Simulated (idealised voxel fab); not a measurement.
Herein follows the process module entitled voxel capacitor over wiring.
Cross-section cut: width 175 nm, square cells of 5 nm.
In this document a cross-section is written as a grid of square cells. It is given as a series of bands, listed from the top down, and a band is one or more rows of cells.
Per band: top height and bottom height in nm, followed by the left-to-right materials and their widths in nm; "edge to edge" marks a single material spanning edge to edge, "empty" marks empty space.
All heights in this document are referenced to 0, defined as the level beneath which the wafer, as received, consists entirely of one material. The lowest band is not bounded below; it extends indefinitely downward and is written in the form "0 -> down".
Width spec "30..40" -> top row of cells at first value, bottom row at second value, equal per-row change in between.
Take "nothing different" at face value: in the step it is given for, the cross-section changed in none of its cells.
"Internal closed voids" specifies each empty space that is not open to the top and that occupies no fewer than 8 cells, using the form width x height at distance, the distance measured from the left edge and all three quantities in nm.
Past the settings on a step's line: simulator remark, on that step.
"overlay nm" on a masked step: distance the mask lay right of its planned place, negative for left.

# So here's the lineup of process steps we planned
1,RECEIVE [material Si]
2,CONFORMAL_DEP [material SiO2] [thk nm 10]
3,DIRECTIONAL_DEP [material TiN] [thk nm 5]
4,DIRECTIONAL_DEP [material W] [thk nm 15]
5,PATTERN [tone cover] [mask id METAL_1] [material resist] [width nm 25] [pitch nm 75] [thk nm 20] [overlay nm 0]
6,DIRECTIONAL_ETCH [etch materials W] [depth nm 15]
7,DIRECTIONAL_ETCH [etch materials TiN] [depth nm 5]
8,STRIP [etch materials resist]
9,CONFORMAL_DEP [material SiCN] [thk nm 5]
10,FILL_DEP [material lowk] [thk nm 5]
11,CMP [height nm 30]
12,CONFORMAL_DEP [material SiCN] [thk nm 5]
13,DIRECTIONAL_DEP [material lowk] [thk nm 10]
14,DIRECTIONAL_DEP [material aC] [thk nm 15]
15,PATTERN [tone open] [mask id PLUG_1] [material resist] [width nm 15] [thk nm 35] [overlay nm 0]
16,DIRECTIONAL_ETCH [etch materials aC] [depth nm 15]
17,STRIP [etch materials resist]
18,DIRECTIONAL_ETCH [etch materials lowk] [depth nm 10]
19,DIRECTIONAL_ETCH [etch materials SiCN] [depth nm 5]
20,STRIP [etch materials aC]
21,EPI [material Ru] [thk nm 10]
22,EPI [material Ru] [thk nm 5]
23,DIRECTIONAL_DEP [material TiN] [thk nm 5]
24,DIRECTIONAL_DEP [material Al2O3] [thk nm 5]
25,DIRECTIONAL_DEP [material TiN] [thk nm 5]
26,MASKED_ETCH [tone cover] [mask id UPPER_PLATE] [width nm 55] [etch materials TiN] [depth nm 5] [overlay nm 0]
27,MASKED_ETCH [tone cover] [mask id UPPER_PLATE] [width nm 55] [etch materials Al2O3] [depth nm 5] [overlay nm 0]
28,PATTERN [tone cover] [mask id LOWER_PLATE] [material resist] [width nm 65] [thk nm 20] [overlay nm 0]
29,DIRECTIONAL_ETCH [etch materials TiN] [depth nm 5]
30,STRIP [etch materials resist]
31,FILL_DEP [material SiO2] [thk nm 20]
32,CMP [height nm 75]
33,PATTERN [tone open] [mask id PLUG_2] [material resist] [width nm 15] [thk nm 20] [overlay nm 0]
34,DIRECTIONAL_ETCH [etch materials SiO2] [depth nm 15]
35,STRIP [etch materials resist]
36,CONFORMAL_DEP [material TiN] [thk nm 5]
37,FILL_DEP [material W] [thk nm 5]
38,CMP [height nm 75]
39,CONFORMAL_DEP [material SiCN] [thk nm 5]

# First wafer of two (run as planned)

# Cross-section of the wafer as it came to us, i.e., already through step 1
	0 -> down  Si edge to edge
	Internal closed voids: none

# Cross-section of the wafer subsequent to step 2
	10 -> 0  SiO2 edge to edge
	Below 0, no change.

# Cross-section of the wafer subsequent to step 3
	15 -> 10  TiN edge to edge
	Below 10, no change.

# Cross-section of the wafer subsequent to step 4
	30 -> 15  W edge to edge
	Below 15, no change.

# Cross-section of the wafer subsequent to step 5
	50 -> 30  empty=35 | resist=25 | empty=50 | resist=25 | empty=40
	Below 30, no change.

# Cross-section of the wafer subsequent to step 6
	50 -> 30  empty=35 | resist=25 | empty=50 | resist=25 | empty=40
	30 -> 15  empty=35 | W=25 | empty=50 | W=25 | empty=40
	Below 15, no change.

# Cross-section of the wafer subsequent to step 7
	50 -> 30  empty=35 | resist=25 | empty=50 | resist=25 | empty=40
	30 -> 15  empty=35 | W=25 | empty=50 | W=25 | empty=40
	15 -> 10  empty=35 | TiN=25 | empty=50 | TiN=25 | empty=40
	Below 10, no change.

# Cross-section of the wafer subsequent to step 8
	30 -> 15  empty=35 | W=25 | empty=50 | W=25 | empty=40
	Below 15, no change.

# Cross-section of the wafer subsequent to step 9
	35 -> 30  empty=30 | SiCN=35 | empty=40 | SiCN=35 | empty=35
	30 -> 15  empty=30 | SiCN=5 | W=25 | SiCN=5 | empty=40 | SiCN=5 | W=25 | SiCN=5 | empty=35
	15 -> 10  SiCN=35 | TiN=25 | SiCN=50 | TiN=25 | SiCN=40
	Below 10, no change.

# Cross-section of the wafer subsequent to step 10
	40 -> 35  lowk edge to edge
	35 -> 30  lowk=30 | SiCN=35 | lowk=40 | SiCN=35 | lowk=35
	30 -> 15  lowk=30 | SiCN=5 | W=25 | SiCN=5 | lowk=40 | SiCN=5 | W=25 | SiCN=5 | lowk=35
	Below 15, no change.

# Cross-section of the wafer subsequent to step 11
	30 -> 15  lowk=30 | SiCN=5 | W=25 | SiCN=5 | lowk=40 | SiCN=5 | W=25 | SiCN=5 | lowk=35
	Below 15, no change.

# Cross-section of the wafer subsequent to step 12
	35 -> 30  SiCN edge to edge
	Below 30, no change.

# Cross-section of the wafer subsequent to step 13
	45 -> 35  lowk edge to edge
	Below 35, no change.

# Cross-section of the wafer subsequent to step 14
	60 -> 45  aC edge to edge
	Below 45, no change.

# Cross-section of the wafer subsequent to step 15
	95 -> 60  resist=45 | empty=15 | resist=115
	Below 60, no change.

# Cross-section of the wafer subsequent to step 16
	80 -> 60  resist=45 | empty=15 | resist=115
	60 -> 45  aC=45 | empty=15 | aC=115
	Below 45, no change.

# Cross-section of the wafer subsequent to step 17
	60 -> 45  aC=45 | empty=15 | aC=115
	Below 45, no change.

# Cross-section of the wafer subsequent to step 18
	60 -> 45  aC=45 | empty=15 | aC=115
	45 -> 35  lowk=45 | empty=15 | lowk=115
	Below 35, no change.

# Cross-section of the wafer subsequent to step 19
	60 -> 45  aC=45 | empty=15 | aC=115
	45 -> 35  lowk=45 | empty=15 | lowk=115
	35 -> 30  SiCN=45 | empty=15 | SiCN=115
	Below 30, no change.

# Cross-section of the wafer subsequent to step 20
	45 -> 35  lowk=45 | empty=15 | lowk=115
	Below 35, no change.

# Cross-section of the wafer subsequent to step 21
	45 -> 40  lowk=45 | empty=15 | lowk=115
	40 -> 35  lowk=45 | Ru=15 | lowk=115
	35 -> 30  SiCN=45 | Ru=15 | SiCN=115
	Below 30, no change.

# Cross-section of the wafer subsequent to step 22
	45 -> 35  lowk=45 | Ru=15 | lowk=115
	Below 35, no change.

# Cross-section of the wafer subsequent to step 23
	50 -> 45  TiN edge to edge
	Below 45, no change.

# Cross-section of the wafer subsequent to step 24
	55 -> 50  Al2O3 edge to edge
	Below 50, no change.

# Cross-section of the wafer subsequent to step 25
	60 -> 55  TiN edge to edge
	Below 55, no change.

# Cross-section of the wafer subsequent to step 26
	60 -> 55  empty=45 | TiN=55 | empty=75
	Below 55, no change.

# Cross-section of the wafer subsequent to step 27
	60 -> 55  empty=45 | TiN=55 | empty=75
	55 -> 50  empty=45 | Al2O3=55 | empty=75
	Below 50, no change.

# Cross-section of the wafer subsequent to step 28
	80 -> 60  empty=40 | resist=65 | empty=70
	60 -> 55  empty=40 | resist=5 | TiN=55 | resist=5 | empty=70
	55 -> 50  empty=40 | resist=5 | Al2O3=55 | resist=5 | empty=70
	Below 50, no change.

# Cross-section of the wafer subsequent to step 29
	80 -> 60  empty=40 | resist=65 | empty=70
	60 -> 55  empty=40 | resist=5 | TiN=55 | resist=5 | empty=70
	55 -> 50  empty=40 | resist=5 | Al2O3=55 | resist=5 | empty=70
	50 -> 45  empty=40 | TiN=65 | empty=70
	Below 45, no change.

# Cross-section of the wafer subsequent to step 30
	60 -> 55  empty=45 | TiN=55 | empty=75
	55 -> 50  empty=45 | Al2O3=55 | empty=75
	Below 50, no change.

# Cross-section of the wafer subsequent to step 31
	80 -> 60  SiO2 edge to edge
	60 -> 55  SiO2=45 | TiN=55 | SiO2=75
	55 -> 50  SiO2=45 | Al2O3=55 | SiO2=75
	50 -> 45  SiO2=40 | TiN=65 | SiO2=70
	Below 45, no change.

# Cross-section of the wafer subsequent to step 32
	75 -> 60  SiO2 edge to edge
	Below 60, no change.

# Cross-section of the wafer subsequent to step 33
	95 -> 75  resist=55 | empty=15 | resist=105
	Below 75, no change.

# Cross-section of the wafer subsequent to step 34
	95 -> 75  resist=55 | empty=15 | resist=105
	75 -> 60  SiO2=55 | empty=15 | SiO2=105
	Below 60, no change.

# Cross-section of the wafer subsequent to step 35
	75 -> 60  SiO2=55 | empty=15 | SiO2=105
	Below 60, no change.

# Cross-section of the wafer subsequent to step 36
	80 -> 75  TiN=60 | empty=5 | TiN=110
	75 -> 65  SiO2=55 | TiN=5 | empty=5 | TiN=5 | SiO2=105
	65 -> 55  SiO2=55..45 | TiN=15..55 | SiO2=105..75
	Below 55, no change.

# Cross-section of the wafer subsequent to step 37
	85 -> 80  W edge to edge
	80 -> 75  TiN=60 | W=5 | TiN=110
	75 -> 65  SiO2=55 | TiN=5 | W=5 | TiN=5 | SiO2=105
	Below 65, no change.

# Cross-section of the wafer subsequent to step 38
	75 -> 65  SiO2=55 | TiN=5 | W=5 | TiN=5 | SiO2=105
	Below 65, no change.

# Cross-section of the wafer subsequent to step 39
	80 -> 75  SiCN edge to edge
	Below 75, no change.

# Okay, second wafer. Nothing different at the start, nothing different in the plan, just one mistake somewhere in the running. As far as step 20, counting that step, it's the first wafer all over again

Second wafer at the planned finish of step 21, seen in cross-section: nothing different

# Second wafer at the planned finish of step 22, seen in cross-section
	45 -> 35  lowk=45 | empty=15 | lowk=115
	35 -> 30  SiCN=45 | Ru=15 | SiCN=115
	Below 30, no change.

# Second wafer at the planned finish of step 23, seen in cross-section
	50 -> 45  TiN=45 | empty=15 | TiN=115
	45 -> 40  lowk=45 | empty=15 | lowk=115
	40 -> 35  lowk=45 | TiN=15 | lowk=115
	Below 35, no change.

# Second wafer at the planned finish of step 24, seen in cross-section
	55 -> 50  Al2O3=45 | empty=15 | Al2O3=115
	50 -> 45  TiN=45 | empty=15 | TiN=115
	45 -> 40  lowk=45 | Al2O3=15 | lowk=115
	Below 40, no change.

# Second wafer at the planned finish of step 25, seen in cross-section
	60 -> 55  TiN=45 | empty=15 | TiN=115
	55 -> 50  Al2O3=45 | empty=15 | Al2O3=115
	50 -> 45  TiN edge to edge
	Below 45, no change.

# Second wafer at the planned finish of step 26, seen in cross-section
	60 -> 55  empty=60 | TiN=40 | empty=75
	Below 55, no change.

# Second wafer at the planned finish of step 27, seen in cross-section
	60 -> 55  empty=60 | TiN=40 | empty=75
	55 -> 50  empty=60 | Al2O3=40 | empty=75
	Below 50, no change.

# Second wafer at the planned finish of step 28, seen in cross-section
	80 -> 60  empty=40 | resist=65 | empty=70
	60 -> 55  empty=40 | resist=20 | TiN=40 | resist=5 | empty=70
	55 -> 50  empty=40 | resist=20 | Al2O3=40 | resist=5 | empty=70
	Below 50, no change.

# Second wafer at the planned finish of step 29, seen in cross-section
	80 -> 60  empty=40 | resist=65 | empty=70
	60 -> 55  empty=40 | resist=20 | TiN=40 | resist=5 | empty=70
	55 -> 50  empty=40 | resist=20 | Al2O3=40 | resist=5 | empty=70
	50 -> 45  empty=40 | TiN=65 | empty=70
	Below 45, no change.

# Second wafer at the planned finish of step 30, seen in cross-section
	60 -> 55  empty=60 | TiN=40 | empty=75
	55 -> 50  empty=60 | Al2O3=40 | empty=75
	Below 50, no change.

# Second wafer at the planned finish of step 31, seen in cross-section
	80 -> 60  SiO2 edge to edge
	60 -> 55  SiO2=60 | TiN=40 | SiO2=75
	55 -> 50  SiO2=60 | Al2O3=40 | SiO2=75
	50 -> 45  SiO2=40 | TiN=65 | SiO2=70
	Below 45, no change.

# Second wafer at the planned finish of step 32, seen in cross-section
	75 -> 60  SiO2 edge to edge
	Below 60, no change.

# Second wafer at the planned finish of step 33, seen in cross-section
	95 -> 75  resist=55 | empty=15 | resist=105
	Below 75, no change.

# Second wafer at the planned finish of step 34, seen in cross-section
	95 -> 75  resist=55 | empty=15 | resist=105
	75 -> 60  SiO2=55 | empty=15 | SiO2=105
	Below 60, no change.

# Second wafer at the planned finish of step 35, seen in cross-section
	75 -> 60  SiO2=55 | empty=15 | SiO2=105
	Below 60, no change.

# Second wafer at the planned finish of step 36, seen in cross-section
	80 -> 75  TiN=60 | empty=5 | TiN=110
	75 -> 65  SiO2=55 | TiN=5 | empty=5 | TiN=5 | SiO2=105
	65 -> 55  SiO2=55..60 | TiN=15..40 | SiO2=105..75
	Below 55, no change.

# Second wafer at the planned finish of step 37, seen in cross-section
	85 -> 80  W edge to edge
	80 -> 75  TiN=60 | W=5 | TiN=110
	75 -> 65  SiO2=55 | TiN=5 | W=5 | TiN=5 | SiO2=105
	Below 65, no change.

# Second wafer at the planned finish of step 38, seen in cross-section
	75 -> 65  SiO2=55 | TiN=5 | W=5 | TiN=5 | SiO2=105
	Below 65, no change.

# Second wafer at the planned finish of step 39, seen in cross-section
	80 -> 75  SiCN edge to edge
	Below 75, no change.
Deviation noted in wafer processing: no execution of plan step 21; skipped
Materials where the second wafer ends with more or fewer cells than the first: 6 fewer of Ru | 6 more of SiO2
